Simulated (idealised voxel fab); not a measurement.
The following is a process module called voxel trench capacitor.
Square cells of 5 nm make up the cross-section cut, whose width is 290 nm.
Notation: cross-section as square-cell grid; stated in bands, top first, going down; one or more cell rows per band.
Band: top height; bottom height; in nm. Then, left to right: material with width in nm, for each material. "full width": a single material spanning edge to edge. "blank": empty space.
Heads up on the height convention: 0 is the point under which the incoming wafer is all one material, and the lowest band has no bottom, it just keeps going down, like "0 nm and below".
Graded width ("30->40"): value in top row of band = first number; value in bottom row = second number; row-to-row change constant.
Take "no change occurred" at face value: in the step it is given for, the cross-section changed in none of its cells.
The entry "Sealed void list" lists the empty spaces that cover at least 8 cells and have no open path to the top. Each is written as width x height at distance, where the distance is measured from the left edge and all three values are in nm.
What comes after the settings on a step's line is commentary from the simulator itself on that step.
When a step includes a mask, the "overlay nm" setting on its line states how far to the right of its planned place that mask lay, and negative values state how far to the left.

**Process steps (planned)**
- 1: RECEIVE [material Si]
- 2: CONFORMAL_DEP [material SiN] [thk nm 10]
- 3: DIRECTIONAL_DEP [material aC] [thk nm 15]
- 4: PATTERN [tone open] [mask id TRENCH] [material resist] [width nm 25] [pitch nm 50] [thk nm 30] [overlay nm 0]
- 5: DIRECTIONAL_ETCH [etch materials aC] [depth nm 15]
- 6: STRIP [etch materials resist]
- 7: DIRECTIONAL_ETCH [etch materials SiN] [depth nm 10]
- 8: DIRECTIONAL_ETCH [etch materials Si] [depth nm 40]
- 9: STRIP [etch materials aC]
- 10: CONFORMAL_DEP [material HfO2] [thk nm 5]
- 11: CONFORMAL_DEP [material TiN] [thk nm 5]
- 12: FILL_DEP [material W] [thk nm 5]
- 13: CMP [height nm 10]

**This is the cross-section of the wafer as we received it, i.e. after step 1**
0 nm and below | Si full width
Sealed void list: none

**The cross-section shown corresponds to the wafer at the conclusion of the module. The initial structure and the process plan are those presented above; however, one mistake occurred in executing the plan**
10 nm to 0 nm | SiN=60; HfO2=5; TiN=10; HfO2=5; SiN=30; HfO2=5; TiN=10; HfO2=5; SiN=30; HfO2=5; TiN=10; HfO2=5; SiN=30; HfO2=5; TiN=10; HfO2=5; SiN=60
0 nm to -35 nm | Si=60; HfO2=5; TiN=10; HfO2=5; Si=30; HfO2=5; TiN=10; HfO2=5; Si=30; HfO2=5; TiN=10; HfO2=5; Si=30; HfO2=5; TiN=10; HfO2=5; Si=60
-35 nm to -40 nm | Si=60; HfO2=20; Si=30; HfO2=20; Si=30; HfO2=20; Si=30; HfO2=20; Si=60
-40 nm and below | Si full width
Sealed void list: none
Deviation from plan: not per plan at step 4, really ran PATTERN [tone open] [mask id TRENCH] [material resist] [width nm 20] [pitch nm 50] [thk nm 30] [overlay nm 0]
